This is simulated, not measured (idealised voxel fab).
Documented hereafter: the process module known as voxel double patterning.
The width of the displayed cross-section, cut, is 295 nm; its cells are square, with a size of 5 nm.
Format of a cross-section: grid, square cells. Given as bands. Order: top down. Band: one or more rows of cells.
For a band, the entry starts with two heights in nm, that of the top and then that of the bottom, and carries on with the band's materials in order from left to right, each alongside its width in nm; the word "throughout" beside a single material means it fills the band edge to edge, and "empty" means empty space.
Height is counted from the level 0, under which the received wafer is composed throughout of one material. The lowest of the bands is not closed at the bottom but continues downward, in the notation "z 0 and below".
Note: "30->40" means the width goes from the first number (top row of the band) to the second number (bottom row) in equal steps per row of cells.
What does "nothing different" mean for a step? It means no cell of the cross-section changed in that step.
Any empty space of 8 cells or more lacking an open way to the top shows up in "Voids, sealed" as width x height at distance, distance from the left edge, in nm.
The remark found on a step's line after its settings is issued by the simulator itself and pertains to that step.
Steps that use a mask can have "overlay nm" on their line. It says how far the mask sat to the right of where it was meant to be. Negative means to the left.
-- The planned process steps are enumerated hereunder
1. RECEIVE | material Si
2. CONFORMAL_DEP | material SiO2 | thk nm 5
3. DIRECTIONAL_DEP | material W | thk nm 10
4. DIRECTIONAL_DEP | material SiN | thk nm 5
5. MASKED_ETCH | tone open | mask id FIRST | width nm 15 | pitch nm 50 | etch materials SiN | depth nm 5 | overlay nm 0
6. DIRECTIONAL_DEP | material aC | thk nm 10
7. PATTERN | tone open | mask id SECOND | material resist | width nm 15 | pitch nm 50 | thk nm 25 | overlay nm 0
8. DIRECTIONAL_ETCH | etch materials aC | depth nm 10
9. STRIP | etch materials resist
10. DIRECTIONAL_ETCH | etch materials SiN | depth nm 5
11. STRIP | etch materials aC
12. DIRECTIONAL_ETCH | etch materials W | depth nm 10
13. STRIP | etch materials SiN
The wafers are alike at the start. At step 2, their thk nm differs. The plan lists the first wafer's value.
-- After step 1, as received: first of several wafers, cross-section
	z 0 and below  Si throughout
	Voids, sealed: none
-- Table: wafers, a row each; end-of-module cell change per material since receipt, gain (+), loss (-); then closed voids
thk nm 5; +59 SiO2; +88 W; Voids, sealed: none
thk nm 10; +118 SiO2; +88 W; Voids, sealed: none
thk nm 15; +177 SiO2; +88 W; Voids, sealed: none
thk nm 20; +236 SiO2; +88 W; Voids, sealed: none
thk nm 25; +295 SiO2; +88 W; Voids, sealed: none
